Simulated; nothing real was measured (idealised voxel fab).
process module | voxel ribs on slabs
cross-section cut | 140 nm wide | cells 5 nm
A cross-section is a grid of square cells, given in bands from the top down. A band is one or more rows of cells.
Each band's line starts with the height of the band's top and of its bottom, in nm. Then come its materials from left to right, each with its width in nm. One material with "throughout" fills the band from edge to edge. "air" is empty space.
Height 0 is the level under which the wafer as received is all one material. The lowest band goes on downwards, as in "0 down".
A width such as "30 to 40" changes by the same amount from each row of cells to the next, from the band's top row to its bottom row.
"no change" after a step means that no cell of the cross-section changed.
closed voids: empty space of 8 cells or more with no open way to the top, each as width x height at its distance from the left edge, in nm
after a step's settings: what the simulator itself notes on the step
overlay nm, on a step with a mask: how far to the right of its planned place the mask lay; to the left if negative
plan
1 op RECEIVE | material Si
2 op DIRECTIONAL_DEP | material SiO2 | thk nm 20
3 op DIRECTIONAL_DEP | material SiN | thk nm 15
4 op DIRECTIONAL_DEP | material aC | thk nm 15
5 op PATTERN | tone cover | mask id RIB | material resist | width nm 25 | thk nm 35 | overlay nm 0
6 op DIRECTIONAL_ETCH | etch materials aC | depth nm 15
7 op STRIP | etch materials resist
8 op DIRECTIONAL_ETCH | etch materials SiN | depth nm 10
9 op STRIP | etch materials aC
10 op DIRECTIONAL_DEP | material aC | thk nm 10
11 op PATTERN | tone cover | mask id SLAB | material resist | width nm 75 | thk nm 30 | overlay nm 0
12 op DIRECTIONAL_ETCH | etch materials aC | depth nm 10
13 op STRIP | etch materials resist
14 op DIRECTIONAL_ETCH | etch materials SiN | depth nm 5
15 op STRIP | etch materials aC
16 op FILL_DEP | material SiO2 | thk nm 20
17 op CMP | height nm 50
18 op DIRECTIONAL_DEP | material W | thk nm 10
19 op MASKED_ETCH | tone cover | mask id HEATER | width nm 35 | etch materials W | depth nm 10 | overlay nm 0
20 op CONFORMAL_DEP | material SiO2 | thk nm 10
first wafer, as planned
as received, after step 1
  0 down: Si throughout
  closed voids: none
after step 2
  20 to 0: SiO2 throughout
  below 0: unchanged
after step 3
  35 to 20: SiN throughout
  below 20: unchanged
after step 4
  50 to 35: aC throughout
  below 35: unchanged
after step 5
  85 to 50: air 55 | resist 25 | air 60
  below 50: unchanged
after step 6
  70 to 50: air 55 | resist 25 | air 60
  50 to 35: air 55 | aC 25 | air 60
  below 35: unchanged
after step 7
  50 to 35: air 55 | aC 25 | air 60
  below 35: unchanged
after step 8
  50 to 35: air 55 | aC 25 | air 60
  35 to 25: air 55 | SiN 25 | air 60
  below 25: unchanged
after step 9
  35 to 25: air 55 | SiN 25 | air 60
  below 25: unchanged
after step 10
  45 to 35: air 55 | aC 25 | air 60
  35 to 25: aC 55 | SiN 25 | aC 60
  below 25: unchanged
after step 11
  75 to 45: air 30 | resist 75 | air 35
  45 to 35: air 30 | resist 25 | aC 25 | resist 25 | air 35
  below 35: unchanged
after step 12
  65 to 45: air 30 | resist 75 | air 35
  45 to 35: air 30 | resist 25 | aC 25 | resist 25 | air 35
  35 to 25: air 30 | aC 25 | SiN 25 | aC 25 | air 35
  below 25: unchanged
after step 13
  45 to 35: air 55 | aC 25 | air 60
  below 35: unchanged
after step 14
  45 to 35: air 55 | aC 25 | air 60
  35 to 25: air 30 | aC 25 | SiN 25 | aC 25 | air 35
  25 to 20: air 30 | SiN 75 | air 35
  below 20: unchanged
after step 15
  35 to 25: air 55 | SiN 25 | air 60
  below 25: unchanged
after step 16
  55 to 35: SiO2 throughout
  35 to 25: SiO2 55 | SiN 25 | SiO2 60
  25 to 20: SiO2 30 | SiN 75 | SiO2 35
  below 20: unchanged
after step 17
  50 to 35: SiO2 throughout
  below 35: unchanged
after step 18
  60 to 50: W throughout
  below 50: unchanged
after step 19
  60 to 50: air 50 | W 35 | air 55
  below 50: unchanged
after step 20
  70 to 60: air 40 | SiO2 55 | air 45
  60 to 50: SiO2 50 | W 35 | SiO2 55
  below 50: unchanged
second wafer: like start, like plan, one mistake. Through step 19 it matches the first wafer
when step 20 should have ended: no change
what went wrong: step 20 was left out
at the end the second wafer has, in cells: 64 fewer of SiO2
